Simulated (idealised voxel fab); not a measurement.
Process module, titled voxel ribs on slabs
We display cut, a cross-section 255 nm in width whose square cells are each 5 nm.
In what follows, cross-sections appear as grids of square cells, described through bands that run from the top down, where every band is one or more rows of cells. A band entry consists of two parts. The first gives the height of the band's top and the height of its bottom, in nm. The rest lists the band's materials from left to right, each with its width in nm. A single material labelled with the word "throughout" fills the band from edge to edge, and the word "blank" marks empty space. Counting heights begins at 0, where everything beneath is, in the wafer as received, one material. The lowest band has no bottom; it goes on downwards, as "from 0 down" shows. A width given as "30 to 40" starts at the first number in the band's top row and ends at the second number in its bottom row, shifting by an equal amount at every step from row to row. "nothing got changed" -> step changed no cross-section cell. Entry "Cavities, sealed". Content: empty spaces with no open connection to the top, size 8 cells or greater. Each: width x height at distance. Distance: from left edge. Unit: nm. It should be noted that, on the line of a given step, the content following the step's settings is a remark produced by the simulator itself with respect to that step. "overlay nm" answers the question of how far to the right of plan the mask lay on a step that has a mask, and when it is negative the answer is to the left. Below you will find pairs of cross-sections. In each, one shows the wafer before one process step and the other after it, with the after view ending at the lowest band that changed. Under each pair is the step separating them, along with its settings. Do not assume the pairs form a chain: they can come from different runs of this module on the same starting wafer, and a pair continues from the pair above it only when its "Pre-process cross-section" entry says so.

Pre-process cross-section:
    from 80 to 50  90 nm blank; 70 nm resist; 95 nm blank
    from 50 to 45  90 nm blank; 20 nm resist; 30 nm aC; 20 nm resist; 95 nm blank
    from 45 to 40  aC throughout
    from 40 to 35  110 nm aC; 30 nm polySi; 115 nm aC
    from 35 to 0  polySi throughout
    from 0 down  Si throughout
    Cavities, sealed: none

Result of Step:
    from 70 to 50  90 nm blank; 70 nm resist; 95 nm blank
    from 50 to 45  90 nm blank; 20 nm resist; 30 nm aC; 20 nm resist; 95 nm blank
    from 45 to 40  90 nm blank; 70 nm aC; 95 nm blank
    from 40 to 35  90 nm blank; 20 nm aC; 30 nm polySi; 20 nm aC; 95 nm blank
    Whatever lies below 35 is exactly as it was before.
    Cavities, sealed: none
Which process step falls between the two cross-sections above? op DIRECTIONAL_ETCH | etch materials aC | depth nm 10

Pre-process cross-section: same picture as after in the pair right above, so we don't repeat it.

Result of Step:
    from 50 to 40  110 to 90 nm blank; 30 to 70 nm aC; 115 to 95 nm blank
    Whatever lies below 40 is exactly as it was before.
    Cavities, sealed: none
Which process step falls between the two cross-sections above? op STRIP | etch materials resist

Pre-process cross-section: same picture as after in the pair right above, so we don't repeat it.

Result of Step:
    from 50 to 40  110 to 90 nm blank; 30 to 70 nm aC; 115 to 95 nm blank
    from 40 to 35  90 nm blank; 20 nm aC; 30 nm polySi; 20 nm aC; 95 nm blank
    from 35 to 25  90 nm blank; 70 nm polySi; 95 nm blank
    Whatever lies below 25 is exactly as it was before.
    Cavities, sealed: none
Which process step falls between the two cross-sections above? op DIRECTIONAL_ETCH | etch materials polySi | depth nm 10

Pre-process cross-section: same picture as after in the pair right above, so we don't repeat it.

Result of Step:
    from 40 to 35  110 nm blank; 30 nm polySi; 115 nm blank
    Whatever lies below 35 is exactly as it was before.
    Cavities, sealed: none
Which process step falls between the two cross-sections above? op STRIP | etch materials aC

Pre-process cross-section: same picture as after in the pair right above, so we don't repeat it.

Result of Step:
    from 70 to 40  SiO2 throughout
    from 40 to 35  110 nm SiO2; 30 nm polySi; 115 nm SiO2
    from 35 to 25  90 nm SiO2; 70 nm polySi; 95 nm SiO2
    Whatever lies below 25 is exactly as it was before.
    Cavities, sealed: none
Which process step falls between the two cross-sections above? op FILL_DEP | material SiO2 | thk nm 30

Pre-process cross-section: same picture as after in the pair right above, so we don't repeat it.

Result of Step:
    from 60 to 40  SiO2 throughout
    Whatever lies below 40 is exactly as it was before.
    Cavities, sealed: none
Which process step falls between the two cross-sections above? op CMP | height nm 60

Pre-process cross-section: same picture as after in the pair right above, so we don't repeat it.

Result of Step:
    from 70 to 60  TiN throughout
    Whatever lies below 60 is exactly as it was before.
    Cavities, sealed: none
Which process step falls between the two cross-sections above? op DIRECTIONAL_DEP | material TiN | thk nm 10

Pre-process cross-section: same picture as after in the pair right above, so we don't repeat it.

Result of Step:
    from 70 to 60  105 nm blank; 40 nm TiN; 110 nm blank
    Whatever lies below 60 is exactly as it was before.
    Cavities, sealed: none
Which process step falls between the two cross-sections above? op MASKED_ETCH | tone cover | mask id HEATER | width nm 40 | etch materials TiN | depth nm 10 | overlay nm 0

Pre-process cross-section: same picture as after in the pair right above, so we don't repeat it.

Result of Step:
    from 75 to 70  100 nm blank; 50 nm SiO2; 105 nm blank
    from 70 to 65  100 nm blank; 5 nm SiO2; 40 nm TiN; 5 nm SiO2; 105 nm blank
    from 65 to 60  105 nm SiO2; 40 nm TiN; 110 nm SiO2
    Whatever lies below 60 is exactly as it was before.
    Cavities, sealed: none
Which process step falls between the two cross-sections above? op CONFORMAL_DEP | material SiO2 | thk nm 5

Pre-process cross-section:
    from 70 to 60  TiN throughout
    from 60 to 40  SiO2 throughout
    from 40 to 35  110 nm SiO2; 30 nm polySi; 115 nm SiO2
    from 35 to 25  90 nm SiO2; 70 nm polySi; 95 nm SiO2
    from 25 to 0  SiO2 throughout
    from 0 down  Si throughout
    Cavities, sealed: none

Result of Step:
    from 70 to 60  105 nm TiN; 40 nm blank; 110 nm TiN
    Whatever lies below 60 is exactly as it was before.
    Cavities, sealed: none
Which process step falls between the two cross-sections above? op MASKED_ETCH | tone open | mask id HEATER | width nm 40 | etch materials TiN | depth nm 10 | overlay nm 0

Pre-process cross-section: same picture as after in the pair right above, so we don't repeat it.

Result of Step:
    from 75 to 70  110 nm SiO2; 30 nm blank; 115 nm SiO2
    from 70 to 65  105 nm TiN; 5 nm SiO2; 30 nm blank; 5 nm SiO2; 110 nm TiN
    from 65 to 60  105 nm TiN; 40 nm SiO2; 110 nm TiN
    Whatever lies below 60 is exactly as it was before.
    Cavities, sealed: none
Which process step falls between the two cross-sections above? op CONFORMAL_DEP | material SiO2 | thk nm 5
